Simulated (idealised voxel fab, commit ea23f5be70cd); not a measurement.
Proc. module: voxel wiring stack
The cross-section on display is named cut; it measures 210 nm wide, and its cells are 5 nm squares.
Notation: cross-section as square-cell grid; stated in bands, top first, going down; one or more cell rows per band. Top height, bottom height, nm. Materials left to right, width each, nm. Single material + "everywhere" = fills band edge to edge. "air" = empty. Measure heights from 0. That's the level where, below it, the as-received wafer is all one material. The lowest band is bottomless and extends downward; write it as in "0 and below". Graded width ("30 to 40"): value in top row of band = first number; value in bottom row = second number; row-to-row change constant. Given "remained the same" for a step, no cell of the cross-section differs between before and after that step. The label "Listed closed voids" introduces a list of the empty spaces, 8 cells or larger, that have no open way up to the top; each entry in it reads width x height at distance, where the distance is taken from the left edge and all three are stated in nm. Note: text after step settings on the step line = simulator remark on that step. "overlay nm", when on a step's line for a step with a mask, measures how far to the right of its planned place the mask lay; a negative measure means to the left.
### Process steps foreseen in the plan
1) RECEIVE (material Si)
2) CONFORMAL_DEP (material SiO2; thk nm 15)
3) DIRECTIONAL_DEP (material TiN; thk nm 5)
4) DIRECTIONAL_DEP (material W; thk nm 25)
5) DIRECTIONAL_DEP (material aC; thk nm 10)
6) PATTERN (tone cover; mask id METAL_1; material resist; width nm 30; pitch nm 50; thk nm 30; overlay nm 0)
7) DIRECTIONAL_ETCH (etch materials aC; depth nm 10)
8) STRIP (etch materials resist)
9) DIRECTIONAL_ETCH (etch materials W; depth nm 25)
10) DIRECTIONAL_ETCH (etch materials TiN; depth nm 5)
11) STRIP (etch materials aC)
12) CONFORMAL_DEP (material SiCN; thk nm 5)
13) FILL_DEP (material lowk; thk nm 10)
14) CMP (height nm 45)
15) CONFORMAL_DEP (material SiCN; thk nm 5)
16) DIRECTIONAL_DEP (material lowk; thk nm 20)
17) DIRECTIONAL_DEP (material aC; thk nm 10)
18) PATTERN (tone open; mask id PLUG_1; material resist; width nm 15; pitch nm 100; thk nm 25; overlay nm 0)
19) DIRECTIONAL_ETCH (etch materials aC; depth nm 10)
20) STRIP (etch materials resist)
21) DIRECTIONAL_ETCH (etch materials lowk; depth nm 20)
22) DIRECTIONAL_ETCH (etch materials SiCN; depth nm 5)
23) STRIP (etch materials aC)
24) EPI (material Ru; thk nm 10)
25) EPI (material Ru; thk nm 10)
26) EPI (material Ru; thk nm 5)
27) CONFORMAL_DEP (material SiCN; thk nm 5)
28) DIRECTIONAL_DEP (material SiO2; thk nm 25)
29) PATTERN (tone open; mask id METAL_2; material resist; width nm 30; pitch nm 50; thk nm 20; overlay nm 0)
30) DIRECTIONAL_ETCH (etch materials SiO2; depth nm 25)
31) DIRECTIONAL_ETCH (etch materials SiCN; depth nm 5)
32) STRIP (etch materials resist)
33) CONFORMAL_DEP (material TiN; thk nm 5)
34) FILL_DEP (material Ru; thk nm 10)
35) CMP (height nm 100)
36) CONFORMAL_DEP (material SiCN; thk nm 5)
37) DIRECTIONAL_DEP (material SiO2; thk nm 30)
38) PATTERN (tone open; mask id METAL_3; material resist; width nm 30; pitch nm 50; thk nm 20; overlay nm 0)
39) DIRECTIONAL_ETCH (etch materials SiO2; depth nm 20)
40) STRIP (etch materials resist)
41) MASKED_ETCH (tone open; mask id METAL_3_HOLES; width nm 15; pitch nm 50; etch materials SiO2; depth nm 10; overlay nm 0)
42) MASKED_ETCH (tone open; mask id METAL_3_HOLES; width nm 15; pitch nm 50; etch materials SiCN; depth nm 5; overlay nm 0)
43) CONFORMAL_DEP (material TiN; thk nm 5)
44) FILL_DEP (material Cu; thk nm 5)
45) CMP (height nm 135)
46) CONFORMAL_DEP (material SiCN; thk nm 5)
### First wafer, two in total, run as planned
### Cross-section of the incoming wafer, state after step 1
- 0 and below = Si everywhere
- Listed closed voids: none
### Sectional view: wafer, after step 2
- 15 down to 0 = SiO2 everywhere
- Under 0: no change, same as before.
### Sectional view: wafer, after step 3
- 20 down to 15 = TiN everywhere
- Under 15: no change, same as before.
### Sectional view: wafer, after step 4
- 45 down to 20 = W everywhere
- Under 20: no change, same as before.
### Sectional view: wafer, after step 5
- 55 down to 45 = aC everywhere
- Under 45: no change, same as before.
### Sectional view: wafer, after step 6
- 85 down to 55 = air (40); resist (30); air (20); resist (30); air (20); resist (30); air (40)
- Under 55: no change, same as before.
### Sectional view: wafer, after step 7
- 75 down to 55 = air (40); resist (30); air (20); resist (30); air (20); resist (30); air (40)
- 55 down to 45 = air (40); aC (30); air (20); aC (30); air (20); aC (30); air (40)
- Under 45: no change, same as before.
### Sectional view: wafer, after step 8
- 55 down to 45 = air (40); aC (30); air (20); aC (30); air (20); aC (30); air (40)
- Under 45: no change, same as before.
### Sectional view: wafer, after step 9
- 55 down to 45 = air (40); aC (30); air (20); aC (30); air (20); aC (30); air (40)
- 45 down to 20 = air (40); W (30); air (20); W (30); air (20); W (30); air (40)
- Under 20: no change, same as before.
### Sectional view: wafer, after step 10
- 55 down to 45 = air (40); aC (30); air (20); aC (30); air (20); aC (30); air (40)
- 45 down to 20 = air (40); W (30); air (20); W (30); air (20); W (30); air (40)
- 20 down to 15 = air (40); TiN (30); air (20); TiN (30); air (20); TiN (30); air (40)
- Under 15: no change, same as before.
### Sectional view: wafer, after step 11
- 45 down to 20 = air (40); W (30); air (20); W (30); air (20); W (30); air (40)
- Under 20: no change, same as before.
### Sectional view: wafer, after step 12
- 50 down to 45 = air (35); SiCN (40); air (10); SiCN (40); air (10); SiCN (40); air (35)
- 45 down to 20 = air (35); SiCN (5); W (30); SiCN (5); air (10); SiCN (5); W (30); SiCN (5); air (10); SiCN (5); W (30); SiCN (5); air (35)
- 20 down to 15 = SiCN (40); TiN (30); SiCN (20); TiN (30); SiCN (20); TiN (30); SiCN (40)
- Under 15: no change, same as before.
### Sectional view: wafer, after step 13
- 60 down to 50 = lowk everywhere
- 50 down to 45 = lowk (35); SiCN (40); lowk (10); SiCN (40); lowk (10); SiCN (40); lowk (35)
- 45 down to 20 = lowk (35); SiCN (5); W (30); SiCN (5); lowk (10); SiCN (5); W (30); SiCN (5); lowk (10); SiCN (5); W (30); SiCN (5); lowk (35)
- Under 20: no change, same as before.
### Sectional view: wafer, after step 14
- 45 down to 20 = lowk (35); SiCN (5); W (30); SiCN (5); lowk (10); SiCN (5); W (30); SiCN (5); lowk (10); SiCN (5); W (30); SiCN (5); lowk (35)
- Under 20: no change, same as before.
### Sectional view: wafer, after step 15
- 50 down to 45 = SiCN everywhere
- Under 45: no change, same as before.
### Sectional view: wafer, after step 16
- 70 down to 50 = lowk everywhere
- Under 50: no change, same as before.
### Sectional view: wafer, after step 17
- 80 down to 70 = aC everywhere
- Under 70: no change, same as before.
### Sectional view: wafer, after step 18
- 105 down to 80 = resist (40); air (15); resist (85); air (15); resist (55)
- Under 80: no change, same as before.
### Sectional view: wafer, after step 19
- 95 down to 80 = resist (40); air (15); resist (85); air (15); resist (55)
- 80 down to 70 = aC (40); air (15); aC (85); air (15); aC (55)
- Under 70: no change, same as before.
### Sectional view: wafer, after step 20
- 80 down to 70 = aC (40); air (15); aC (85); air (15); aC (55)
- Under 70: no change, same as before.
### Sectional view: wafer, after step 21
- 80 down to 70 = aC (40); air (15); aC (85); air (15); aC (55)
- 70 down to 50 = lowk (40); air (15); lowk (85); air (15); lowk (55)
- Under 50: no change, same as before.
### Sectional view: wafer, after step 22
- 80 down to 70 = aC (40); air (15); aC (85); air (15); aC (55)
- 70 down to 50 = lowk (40); air (15); lowk (85); air (15); lowk (55)
- 50 down to 45 = SiCN (40); air (15); SiCN (85); air (15); SiCN (55)
- Under 45: no change, same as before.
### Sectional view: wafer, after step 23
- 70 down to 50 = lowk (40); air (15); lowk (85); air (15); lowk (55)
- Under 50: no change, same as before.
### Sectional view: wafer, after step 24
- 70 down to 55 = lowk (40); air (15); lowk (85); air (15); lowk (55)
- 55 down to 50 = lowk (40); Ru (15); lowk (85); Ru (15); lowk (55)
- 50 down to 45 = SiCN (40); Ru (15); SiCN (85); Ru (15); SiCN (55)
- Under 45: no change, same as before.
### Sectional view: wafer, after step 25
- 70 down to 65 = lowk (40); air (15); lowk (85); air (15); lowk (55)
- 65 down to 50 = lowk (40); Ru (15); lowk (85); Ru (15); lowk (55)
- Under 50: no change, same as before.
### Sectional view: wafer, after step 26
- 70 down to 50 = lowk (40); Ru (15); lowk (85); Ru (15); lowk (55)
- Under 50: no change, same as before.
### Sectional view: wafer, after step 27
- 75 down to 70 = SiCN everywhere
- Under 70: no change, same as before.
### Sectional view: wafer, after step 28
- 100 down to 75 = SiO2 everywhere
- Under 75: no change, same as before.
### Sectional view: wafer, after step 29
- 120 down to 100 = resist (40); air (30); resist (20); air (30); resist (20); air (30); resist (40)
- Under 100: no change, same as before.
### Sectional view: wafer, after step 30
- 120 down to 100 = resist (40); air (30); resist (20); air (30); resist (20); air (30); resist (40)
- 100 down to 75 = SiO2 (40); air (30); SiO2 (20); air (30); SiO2 (20); air (30); SiO2 (40)
- Under 75: no change, same as before.
### Sectional view: wafer, after step 31
- 120 down to 100 = resist (40); air (30); resist (20); air (30); resist (20); air (30); resist (40)
- 100 down to 75 = SiO2 (40); air (30); SiO2 (20); air (30); SiO2 (20); air (30); SiO2 (40)
- 75 down to 70 = SiCN (40); air (30); SiCN (20); air (30); SiCN (20); air (30); SiCN (40)
- Under 70: no change, same as before.
### Sectional view: wafer, after step 32
- 100 down to 75 = SiO2 (40); air (30); SiO2 (20); air (30); SiO2 (20); air (30); SiO2 (40)
- Under 75: no change, same as before.
### Sectional view: wafer, after step 33
- 105 down to 100 = TiN (45); air (20); TiN (30); air (20); TiN (30); air (20); TiN (45)
- 100 down to 75 = SiO2 (40); TiN (5); air (20); TiN (5); SiO2 (20); TiN (5); air (20); TiN (5); SiO2 (20); TiN (5); air (20); TiN (5); SiO2 (40)
- 75 down to 70 = SiCN (40); TiN (30); SiCN (20); TiN (30); SiCN (20); TiN (30); SiCN (40)
- Under 70: no change, same as before.
### Sectional view: wafer, after step 34
- 115 down to 105 = Ru everywhere
- 105 down to 100 = TiN (45); Ru (20); TiN (30); Ru (20); TiN (30); Ru (20); TiN (45)
- 100 down to 75 = SiO2 (40); TiN (5); Ru (20); TiN (5); SiO2 (20); TiN (5); Ru (20); TiN (5); SiO2 (20); TiN (5); Ru (20); TiN (5); SiO2 (40)
- Under 75: no change, same as before.
### Sectional view: wafer, after step 35
- 100 down to 75 = SiO2 (40); TiN (5); Ru (20); TiN (5); SiO2 (20); TiN (5); Ru (20); TiN (5); SiO2 (20); TiN (5); Ru (20); TiN (5); SiO2 (40)
- Under 75: no change, same as before.
### Sectional view: wafer, after step 36
- 105 down to 100 = SiCN everywhere
- Under 100: no change, same as before.
### Sectional view: wafer, after step 37
- 135 down to 105 = SiO2 everywhere
- Under 105: no change, same as before.
### Sectional view: wafer, after step 38
- 155 down to 135 = resist (40); air (30); resist (20); air (30); resist (20); air (30); resist (40)
- Under 135: no change, same as before.
### Sectional view: wafer, after step 39
- 155 down to 135 = resist (40); air (30); resist (20); air (30); resist (20); air (30); resist (40)
- 135 down to 115 = SiO2 (40); air (30); SiO2 (20); air (30); SiO2 (20); air (30); SiO2 (40)
- Under 115: no change, same as before.
### Sectional view: wafer, after step 40
- 135 down to 115 = SiO2 (40); air (30); SiO2 (20); air (30); SiO2 (20); air (30); SiO2 (40)
- Under 115: no change, same as before.
### Sectional view: wafer, after step 41
- 135 down to 115 = SiO2 (40); air (30); SiO2 (20); air (30); SiO2 (20); air (30); SiO2 (40)
- 115 down to 105 = SiO2 (40); air (15); SiO2 (35); air (15); SiO2 (35); air (15); SiO2 (55)
- Under 105: no change, same as before.
### Sectional view: wafer, after step 42
- 135 down to 115 = SiO2 (40); air (30); SiO2 (20); air (30); SiO2 (20); air (30); SiO2 (40)
- 115 down to 105 = SiO2 (40); air (15); SiO2 (35); air (15); SiO2 (35); air (15); SiO2 (55)
- 105 down to 100 = SiCN (40); air (15); SiCN (35); air (15); SiCN (35); air (15); SiCN (55)
- Under 100: no change, same as before.
### Sectional view: wafer, after step 43
- 140 down to 135 = TiN (45); air (20); TiN (30); air (20); TiN (30); air (20); TiN (45)
- 135 down to 120 = SiO2 (40); TiN (5); air (20); TiN (5); SiO2 (20); TiN (5); air (20); TiN (5); SiO2 (20); TiN (5); air (20); TiN (5); SiO2 (40)
- 120 down to 115 = SiO2 (40); TiN (5); air (5); TiN (20); SiO2 (20); TiN (5); air (5); TiN (20); SiO2 (20); TiN (5); air (5); TiN (20); SiO2 (40)
- 115 down to 105 = SiO2 (40); TiN (5); air (5); TiN (5); SiO2 (35); TiN (5); air (5); TiN (5); SiO2 (35); TiN (5); air (5); TiN (5); SiO2 (55)
- 105 down to 100 = SiCN (40); TiN (15); SiCN (35); TiN (15); SiCN (35); TiN (15); SiCN (55)
- Under 100: no change, same as before.
### Sectional view: wafer, after step 44
- 145 down to 140 = Cu everywhere
- 140 down to 135 = TiN (45); Cu (20); TiN (30); Cu (20); TiN (30); Cu (20); TiN (45)
- 135 down to 120 = SiO2 (40); TiN (5); Cu (20); TiN (5); SiO2 (20); TiN (5); Cu (20); TiN (5); SiO2 (20); TiN (5); Cu (20); TiN (5); SiO2 (40)
- 120 down to 115 = SiO2 (40); TiN (5); Cu (5); TiN (20); SiO2 (20); TiN (5); Cu (5); TiN (20); SiO2 (20); TiN (5); Cu (5); TiN (20); SiO2 (40)
- 115 down to 105 = SiO2 (40); TiN (5); Cu (5); TiN (5); SiO2 (35); TiN (5); Cu (5); TiN (5); SiO2 (35); TiN (5); Cu (5); TiN (5); SiO2 (55)
- Under 105: no change, same as before.
### Sectional view: wafer, after step 45
- 135 down to 120 = SiO2 (40); TiN (5); Cu (20); TiN (5); SiO2 (20); TiN (5); Cu (20); TiN (5); SiO2 (20); TiN (5); Cu (20); TiN (5); SiO2 (40)
- Under 120: no change, same as before.
### Sectional view: wafer, after step 46
- 140 down to 135 = SiCN everywhere
- Under 135: no change, same as before.
### Now the other wafer: same start, same recipe, but we messed up one thing when running it. Up to and including step 14 it's the same as the first one
### Planned end of step 15: second wafer, cross-section
- 50 down to 45 = Cu everywhere
- Under 45: no change, same as before.
### Planned end of step 16: second wafer, cross-section
- 70 down to 50 = lowk everywhere
- Under 50: no change, same as before.
### Planned end of step 17: second wafer, cross-section
- 80 down to 70 = aC everywhere
- Under 70: no change, same as before.
### Planned end of step 18: second wafer, cross-section
- 105 down to 80 = resist (40); air (15); resist (85); air (15); resist (55)
- Under 80: no change, same as before.
### Planned end of step 19: second wafer, cross-section
- 95 down to 80 = resist (40); air (15); resist (85); air (15); resist (55)
- 80 down to 70 = aC (40); air (15); aC (85); air (15); aC (55)
- Under 70: no change, same as before.
### Planned end of step 20: second wafer, cross-section
- 80 down to 70 = aC (40); air (15); aC (85); air (15); aC (55)
- Under 70: no change, same as before.
### Planned end of step 21: second wafer, cross-section
- 80 down to 70 = aC (40); air (15); aC (85); air (15); aC (55)
- 70 down to 50 = lowk (40); air (15); lowk (85); air (15); lowk (55)
- Under 50: no change, same as before.
Planned end of step 22: second wafer, cross-section: remained the same
### Planned end of step 23: second wafer, cross-section
- 70 down to 50 = lowk (40); air (15); lowk (85); air (15); lowk (55)
- Under 50: no change, same as before.
### Planned end of step 24: second wafer, cross-section
- 70 down to 60 = lowk (40); air (15); lowk (85); air (15); lowk (55)
- 60 down to 50 = lowk (40); Ru (15); lowk (85); Ru (15); lowk (55)
- Under 50: no change, same as before.
### Planned end of step 25: second wafer, cross-section
- 70 down to 50 = lowk (40); Ru (15); lowk (85); Ru (15); lowk (55)
- Under 50: no change, same as before.
### Planned end of step 26: second wafer, cross-section
- 75 down to 70 = air (35); Ru (25); air (75); Ru (25); air (50)
- Under 70: no change, same as before.
### Planned end of step 27: second wafer, cross-section
- 80 down to 75 = air (30); SiCN (35); air (65); SiCN (35); air (45)
- 75 down to 70 = SiCN (35); Ru (25); SiCN (75); Ru (25); SiCN (50)
- Under 70: no change, same as before.
### Planned end of step 28: second wafer, cross-section
- 105 down to 100 = air (30); SiO2 (35); air (65); SiO2 (35); air (45)
- 100 down to 80 = SiO2 everywhere
- 80 down to 75 = SiO2 (30); SiCN (35); SiO2 (65); SiCN (35); SiO2 (45)
- Under 75: no change, same as before.
### Planned end of step 29: second wafer, cross-section
- 125 down to 105 = resist (40); air (30); resist (20); air (30); resist (20); air (30); resist (40)
- 105 down to 100 = resist (30); SiO2 (35); air (5); resist (20); air (30); resist (10); SiO2 (35); air (5); resist (40)
- Under 100: no change, same as before.
### Planned end of step 30: second wafer, cross-section
- 125 down to 105 = resist (40); air (30); resist (20); air (30); resist (20); air (30); resist (40)
- 105 down to 100 = resist (30); SiO2 (10); air (30); resist (20); air (30); resist (10); SiO2 (10); air (30); resist (40)
- 100 down to 80 = SiO2 (40); air (30); SiO2 (20); air (30); SiO2 (20); air (30); SiO2 (40)
- 80 down to 75 = SiO2 (30); SiCN (35); air (5); SiO2 (20); air (30); SiO2 (10); SiCN (35); air (5); SiO2 (40)
- Under 75: no change, same as before.
### Planned end of step 31: second wafer, cross-section
- 125 down to 105 = resist (40); air (30); resist (20); air (30); resist (20); air (30); resist (40)
- 105 down to 100 = resist (30); SiO2 (10); air (30); resist (20); air (30); resist (10); SiO2 (10); air (30); resist (40)
- 100 down to 80 = SiO2 (40); air (30); SiO2 (20); air (30); SiO2 (20); air (30); SiO2 (40)
- 80 down to 75 = SiO2 (30); SiCN (10); air (30); SiO2 (20); air (30); SiO2 (10); SiCN (10); air (30); SiO2 (40)
- 75 down to 70 = SiCN (35); Ru (25); SiCN (5); air (5); SiCN (20); air (30); SiCN (15); Ru (25); SiCN (5); air (5); SiCN (40)
- Under 70: no change, same as before.
### Planned end of step 32: second wafer, cross-section
- 105 down to 100 = air (30); SiO2 (10); air (90); SiO2 (10); air (70)
- Under 100: no change, same as before.
### Planned end of step 33: second wafer, cross-section
- 110 down to 105 = air (25); TiN (20); air (80); TiN (20); air (65)
- 105 down to 100 = TiN (30); SiO2 (10); TiN (5); air (20); TiN (30); air (20); TiN (15); SiO2 (10); TiN (5); air (20); TiN (45)
- 100 down to 80 = SiO2 (40); TiN (5); air (20); TiN (5); SiO2 (20); TiN (5); air (20); TiN (5); SiO2 (20); TiN (5); air (20); TiN (5); SiO2 (40)
- 80 down to 75 = SiO2 (30); SiCN (10); TiN (30); SiO2 (20); TiN (5); air (20); TiN (5); SiO2 (10); SiCN (10); TiN (30); SiO2 (40)
- 75 down to 70 = SiCN (35); Ru (25); SiCN (5); TiN (5); SiCN (20); TiN (30); SiCN (15); Ru (25); SiCN (5); TiN (5); SiCN (40)
- Under 70: no change, same as before.
### Planned end of step 34: second wafer, cross-section
- 120 down to 110 = Ru everywhere
- 110 down to 105 = Ru (25); TiN (20); Ru (80); TiN (20); Ru (65)
- 105 down to 100 = TiN (30); SiO2 (10); TiN (5); Ru (20); TiN (30); Ru (20); TiN (15); SiO2 (10); TiN (5); Ru (20); TiN (45)
- 100 down to 80 = SiO2 (40); TiN (5); Ru (20); TiN (5); SiO2 (20); TiN (5); Ru (20); TiN (5); SiO2 (20); TiN (5); Ru (20); TiN (5); SiO2 (40)
- 80 down to 75 = SiO2 (30); SiCN (10); TiN (30); SiO2 (20); TiN (5); Ru (20); TiN (5); SiO2 (10); SiCN (10); TiN (30); SiO2 (40)
- Under 75: no change, same as before.
### Planned end of step 35: second wafer, cross-section
- 100 down to 80 = SiO2 (40); TiN (5); Ru (20); TiN (5); SiO2 (20); TiN (5); Ru (20); TiN (5); SiO2 (20); TiN (5); Ru (20); TiN (5); SiO2 (40)
- Under 80: no change, same as before.
### Planned end of step 36: second wafer, cross-section
- 105 down to 100 = SiCN everywhere
- Under 100: no change, same as before.
### Planned end of step 37: second wafer, cross-section
- 135 down to 105 = SiO2 everywhere
- Under 105: no change, same as before.
### Planned end of step 38: second wafer, cross-section
- 155 down to 135 = resist (40); air (30); resist (20); air (30); resist (20); air (30); resist (40)
- Under 135: no change, same as before.
### Planned end of step 39: second wafer, cross-section
- 155 down to 135 = resist (40); air (30); resist (20); air (30); resist (20); air (30); resist (40)
- 135 down to 115 = SiO2 (40); air (30); SiO2 (20); air (30); SiO2 (20); air (30); SiO2 (40)
- Under 115: no change, same as before.
### Planned end of step 40: second wafer, cross-section
- 135 down to 115 = SiO2 (40); air (30); SiO2 (20); air (30); SiO2 (20); air (30); SiO2 (40)
- Under 115: no change, same as before.
### Planned end of step 41: second wafer, cross-section
- 135 down to 115 = SiO2 (40); air (30); SiO2 (20); air (30); SiO2 (20); air (30); SiO2 (40)
- 115 down to 105 = SiO2 (40); air (15); SiO2 (35); air (15); SiO2 (35); air (15); SiO2 (55)
- Under 105: no change, same as before.
### Planned end of step 42: second wafer, cross-section
- 135 down to 115 = SiO2 (40); air (30); SiO2 (20); air (30); SiO2 (20); air (30); SiO2 (40)
- 115 down to 105 = SiO2 (40); air (15); SiO2 (35); air (15); SiO2 (35); air (15); SiO2 (55)
- 105 down to 100 = SiCN (40); air (15); SiCN (35); air (15); SiCN (35); air (15); SiCN (55)
- Under 100: no change, same as before.
### Planned end of step 43: second wafer, cross-section
- 140 down to 135 = TiN (45); air (20); TiN (30); air (20); TiN (30); air (20); TiN (45)
- 135 down to 120 = SiO2 (40); TiN (5); air (20); TiN (5); SiO2 (20); TiN (5); air (20); TiN (5); SiO2 (20); TiN (5); air (20); TiN (5); SiO2 (40)
- 120 down to 115 = SiO2 (40); TiN (5); air (5); TiN (20); SiO2 (20); TiN (5); air (5); TiN (20); SiO2 (20); TiN (5); air (5); TiN (20); SiO2 (40)
- 115 down to 105 = SiO2 (40); TiN (5); air (5); TiN (5); SiO2 (35); TiN (5); air (5); TiN (5); SiO2 (35); TiN (5); air (5); TiN (5); SiO2 (55)
- 105 down to 100 = SiCN (40); TiN (15); SiCN (35); TiN (15); SiCN (35); TiN (15); SiCN (55)
- Under 100: no change, same as before.
### Planned end of step 44: second wafer, cross-section
- 145 down to 140 = Cu everywhere
- 140 down to 135 = TiN (45); Cu (20); TiN (30); Cu (20); TiN (30); Cu (20); TiN (45)
- 135 down to 120 = SiO2 (40); TiN (5); Cu (20); TiN (5); SiO2 (20); TiN (5); Cu (20); TiN (5); SiO2 (20); TiN (5); Cu (20); TiN (5); SiO2 (40)
- 120 down to 115 = SiO2 (40); TiN (5); Cu (5); TiN (20); SiO2 (20); TiN (5); Cu (5); TiN (20); SiO2 (20); TiN (5); Cu (5); TiN (20); SiO2 (40)
- 115 down to 105 = SiO2 (40); TiN (5); Cu (5); TiN (5); SiO2 (35); TiN (5); Cu (5); TiN (5); SiO2 (35); TiN (5); Cu (5); TiN (5); SiO2 (55)
- Under 105: no change, same as before.
### Planned end of step 45: second wafer, cross-section
- 135 down to 120 = SiO2 (40); TiN (5); Cu (20); TiN (5); SiO2 (20); TiN (5); Cu (20); TiN (5); SiO2 (20); TiN (5); Cu (20); TiN (5); SiO2 (40)
- Under 120: no change, same as before.
### Planned end of step 46: second wafer, cross-section
- 140 down to 135 = SiCN everywhere
- Under 135: no change, same as before.
Nonconformance to the process plan: rather than as planned, step 15 actually ran as CONFORMAL_DEP (material Cu; thk nm 5)
It is noted that, at the conclusion of processing, the second wafer exhibits a higher or lower cell count for certain materials relative to the first: Cu +42, Ru -4, SiCN -32, SiO2 -4, TiN -2
